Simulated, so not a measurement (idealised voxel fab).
You're looking at the process module voxel trench capacitor.
Square cell edge 5 nm, section width 240 nm, ID cut.
Format of a cross-section: grid, square cells. Given as bands. Order: top down. Band: one or more rows of cells.
Band: top and bottom heights (nm) first, top before bottom; then materials from left to right, widths in nm. "edge to edge" marks a sole material filling the band edge to edge. "blank" denotes empty space.
Height datum 0, below which the as-received substrate wafer is one material. Lowest band open at the bottom, running downward: "0 down".
The width entry "30..40" should be interpreted row by row: the top row of cells in the band takes the first number, the bottom row takes the second number, and the change between adjacent rows is uniform throughout.
The designation "no modification", where it is given for a processing step, indicates that no cell of the cross-section was altered in the course of that step.
"Closed cavities" enumerates empty spaces isolated from the top, with no open way to it, that contain at least 8 cells, giving each as width x height at distance from the left edge, all three in nm.
On each step's line, the part that comes after the settings is the simulator's own comment on the step.
overlay nm: on a step with a mask, how far right of its planned place the mask lay; negative means left.

### Set out below are the planned steps of the process
step 1: RECEIVE (material Si)
step 2: CONFORMAL_DEP (material SiN; thk nm 5)
step 3: DIRECTIONAL_DEP (material aC; thk nm 15)
step 4: PATTERN (tone open; mask id TRENCH; material resist; width nm 25; pitch nm 50; thk nm 30; overlay nm 0)
step 5: DIRECTIONAL_ETCH (etch materials aC; depth nm 15)
step 6: STRIP (etch materials resist)
step 7: DIRECTIONAL_ETCH (etch materials SiN; depth nm 5)
step 8: DIRECTIONAL_ETCH (etch materials Si; depth nm 25)
step 9: STRIP (etch materials aC)
step 10: CONFORMAL_DEP (material SiO2; thk nm 5)
step 11: FILL_DEP (material polySi; thk nm 10)
step 12: CMP (height nm 5)

### Concerning the first of two wafers, which was run in accordance with the plan

### Cross-section of the wafer as it came to us, i.e., already through step 1
0 down | Si edge to edge
Closed cavities: none

### Sectional view: wafer, after step 2
5 to 0 | SiN edge to edge
Nothing below the height 0 has changed.

### Sectional view: wafer, after step 3
20 to 5 | aC edge to edge
Nothing below the height 5 has changed.

### Sectional view: wafer, after step 4
50 to 20 | resist: 55, then blank: 25, then resist: 25, then blank: 25, then resist: 25, then blank: 25, then resist: 60
Nothing below the height 20 has changed.

### Sectional view: wafer, after step 5
35 to 20 | resist: 55, then blank: 25, then resist: 25, then blank: 25, then resist: 25, then blank: 25, then resist: 60
20 to 5 | aC: 55, then blank: 25, then aC: 25, then blank: 25, then aC: 25, then blank: 25, then aC: 60
Nothing below the height 5 has changed.

### Sectional view: wafer, after step 6
20 to 5 | aC: 55, then blank: 25, then aC: 25, then blank: 25, then aC: 25, then blank: 25, then aC: 60
Nothing below the height 5 has changed.

### Sectional view: wafer, after step 7
20 to 5 | aC: 55, then blank: 25, then aC: 25, then blank: 25, then aC: 25, then blank: 25, then aC: 60
5 to 0 | SiN: 55, then blank: 25, then SiN: 25, then blank: 25, then SiN: 25, then blank: 25, then SiN: 60
Nothing below the height 0 has changed.

### Sectional view: wafer, after step 8
20 to 5 | aC: 55, then blank: 25, then aC: 25, then blank: 25, then aC: 25, then blank: 25, then aC: 60
5 to 0 | SiN: 55, then blank: 25, then SiN: 25, then blank: 25, then SiN: 25, then blank: 25, then SiN: 60
0 to -25 | Si: 55, then blank: 25, then Si: 25, then blank: 25, then Si: 25, then blank: 25, then Si: 60
Nothing below the height -25 has changed.

### Sectional view: wafer, after step 9
5 to 0 | SiN: 55, then blank: 25, then SiN: 25, then blank: 25, then SiN: 25, then blank: 25, then SiN: 60
Nothing below the height 0 has changed.

### Sectional view: wafer, after step 10
10 to 5 | SiO2: 60, then blank: 15, then SiO2: 35, then blank: 15, then SiO2: 35, then blank: 15, then SiO2: 65
5 to 0 | SiN: 55, then SiO2: 5, then blank: 15, then SiO2: 5, then SiN: 25, then SiO2: 5, then blank: 15, then SiO2: 5, then SiN: 25, then SiO2: 5, then blank: 15, then SiO2: 5, then SiN: 60
0 to -20 | Si: 55, then SiO2: 5, then blank: 15, then SiO2: 5, then Si: 25, then SiO2: 5, then blank: 15, then SiO2: 5, then Si: 25, then SiO2: 5, then blank: 15, then SiO2: 5, then Si: 60
-20 to -25 | Si: 55, then SiO2: 25, then Si: 25, then SiO2: 25, then Si: 25, then SiO2: 25, then Si: 60
Nothing below the height -25 has changed.

### Sectional view: wafer, after step 11
20 to 10 | polySi edge to edge
10 to 5 | SiO2: 60, then polySi: 15, then SiO2: 35, then polySi: 15, then SiO2: 35, then polySi: 15, then SiO2: 65
5 to 0 | SiN: 55, then SiO2: 5, then polySi: 15, then SiO2: 5, then SiN: 25, then SiO2: 5, then polySi: 15, then SiO2: 5, then SiN: 25, then SiO2: 5, then polySi: 15, then SiO2: 5, then SiN: 60
0 to -20 | Si: 55, then SiO2: 5, then polySi: 15, then SiO2: 5, then Si: 25, then SiO2: 5, then polySi: 15, then SiO2: 5, then Si: 25, then SiO2: 5, then polySi: 15, then SiO2: 5, then Si: 60
Nothing below the height -20 has changed.

### Sectional view: wafer, after step 12
5 to 0 | SiN: 55, then SiO2: 5, then polySi: 15, then SiO2: 5, then SiN: 25, then SiO2: 5, then polySi: 15, then SiO2: 5, then SiN: 25, then SiO2: 5, then polySi: 15, then SiO2: 5, then SiN: 60
Nothing below the height 0 has changed.

### The remaining wafer, second of the two, started like the first and was run to the same plan, except that one mistake was made along the way; the two coincide through step 11, inclusive

At the planned end of step 12, the second wafer in cross-section: no modification
Want to know what went wrong? plan step 12 was not performed, having been skipped
End check, counted in cells, second wafer has more or fewer of these materials than the first: 39 more of SiO2, 105 more of polySi
